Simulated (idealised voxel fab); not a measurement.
process module | voxel released beams
cross-section cut | 145 nm wide | cells 5 nm
A cross-section is a grid of square cells, given in bands from the top down. A band is one or more rows of cells.
Each band's line starts with the height of the band's top and of its bottom, in nm. Then come its materials from left to right, each with its width in nm. One material with "throughout" fills the band from edge to edge. "air" is empty space.
Height 0 is the level under which the wafer as received is all one material. The lowest band goes on downwards, as in "0 down".
A width such as "30 to 40" changes by the same amount from each row of cells to the next, from the band's top row to its bottom row.
"no change" after a step means that no cell of the cross-section changed.
closed voids: empty space of 8 cells or more with no open way to the top, each as width x height at its distance from the left edge, in nm
after a step's settings: what the simulator itself notes on the step
overlay nm, on a step with a mask: how far to the right of its planned place the mask lay; to the left if negative
plan
1 op RECEIVE | material Si
2 op CONFORMAL_DEP | material Al2O3 | thk nm 10
3 op DIRECTIONAL_DEP | material SiO2 | thk nm 15
4 op DIRECTIONAL_DEP | material aC | thk nm 10
5 op PATTERN | tone open | mask id ANCHOR | material resist | width nm 45 | thk nm 25 | overlay nm 0
6 op DIRECTIONAL_ETCH | etch materials aC | depth nm 10
7 op STRIP | etch materials resist
8 op DIRECTIONAL_ETCH | etch materials SiO2 | depth nm 15
9 op STRIP | etch materials aC
10 op CONFORMAL_DEP | material polySi | thk nm 15
11 op PATTERN | tone cover | mask id BEAM | material resist | width nm 110 | thk nm 20 | overlay nm 0
12 op DIRECTIONAL_ETCH | etch materials polySi | depth nm 15
13 op STRIP | etch materials resist
14 op STRIP | etch materials SiO2
first wafer, as planned
as received, after step 1
  0 down: Si throughout
  closed voids: none
after step 2
  10 to 0: Al2O3 throughout
  below 0: unchanged
after step 3
  25 to 10: SiO2 throughout
  below 10: unchanged
after step 4
  35 to 25: aC throughout
  below 25: unchanged
after step 5
  60 to 35: resist 20 | air 45 | resist 80
  below 35: unchanged
after step 6
  50 to 35: resist 20 | air 45 | resist 80
  35 to 25: aC 20 | air 45 | aC 80
  below 25: unchanged
after step 7
  35 to 25: aC 20 | air 45 | aC 80
  below 25: unchanged
after step 8
  35 to 25: aC 20 | air 45 | aC 80
  25 to 10: SiO2 20 | air 45 | SiO2 80
  below 10: unchanged
after step 9
  25 to 10: SiO2 20 | air 45 | SiO2 80
  below 10: unchanged
after step 10
  40 to 25: polySi 35 | air 15 | polySi 95
  25 to 10: SiO2 20 | polySi 45 | SiO2 80
  below 10: unchanged
after step 11
  60 to 40: air 15 | resist 110 | air 20
  40 to 25: polySi 35 | resist 15 | polySi 95
  below 25: unchanged
after step 12
  60 to 40: air 15 | resist 110 | air 20
  40 to 25: air 15 | polySi 20 | resist 15 | polySi 75 | air 20
  below 25: unchanged
after step 13
  40 to 25: air 15 | polySi 20 | air 15 | polySi 75 | air 20
  below 25: unchanged
after step 14
  40 to 25: air 15 | polySi 20 | air 15 | polySi 75 | air 20
  25 to 10: air 20 | polySi 45 | air 80
  below 10: unchanged
second wafer: like start, like plan, one mistake. Through step 1 it matches the first wafer
when step 2 should have ended
  10 to 0: polySi throughout
  below 0: unchanged
when step 3 should have ended
  25 to 10: SiO2 throughout
  below 10: unchanged
when step 4 should have ended
  35 to 25: aC throughout
  below 25: unchanged
when step 5 should have ended
  60 to 35: resist 20 | air 45 | resist 80
  below 35: unchanged
when step 6 should have ended
  50 to 35: resist 20 | air 45 | resist 80
  35 to 25: aC 20 | air 45 | aC 80
  below 25: unchanged
when step 7 should have ended
  35 to 25: aC 20 | air 45 | aC 80
  below 25: unchanged
when step 8 should have ended
  35 to 25: aC 20 | air 45 | aC 80
  25 to 10: SiO2 20 | air 45 | SiO2 80
  below 10: unchanged
when step 9 should have ended
  25 to 10: SiO2 20 | air 45 | SiO2 80
  below 10: unchanged
when step 10 should have ended
  40 to 25: polySi 35 | air 15 | polySi 95
  25 to 10: SiO2 20 | polySi 45 | SiO2 80
  below 10: unchanged
when step 11 should have ended
  60 to 40: air 15 | resist 110 | air 20
  40 to 25: polySi 35 | resist 15 | polySi 95
  below 25: unchanged
when step 12 should have ended
  60 to 40: air 15 | resist 110 | air 20
  40 to 25: air 15 | polySi 20 | resist 15 | polySi 75 | air 20
  below 25: unchanged
when step 13 should have ended
  40 to 25: air 15 | polySi 20 | air 15 | polySi 75 | air 20
  below 25: unchanged
when step 14 should have ended
  40 to 25: air 15 | polySi 20 | air 15 | polySi 75 | air 20
  25 to 10: air 20 | polySi 45 | air 80
  below 10: unchanged
what went wrong: step 2 ran as: op CONFORMAL_DEP | material polySi | thk nm 10
at the end the second wafer has, in cells: 58 fewer of Al2O3 | 58 more of polySi
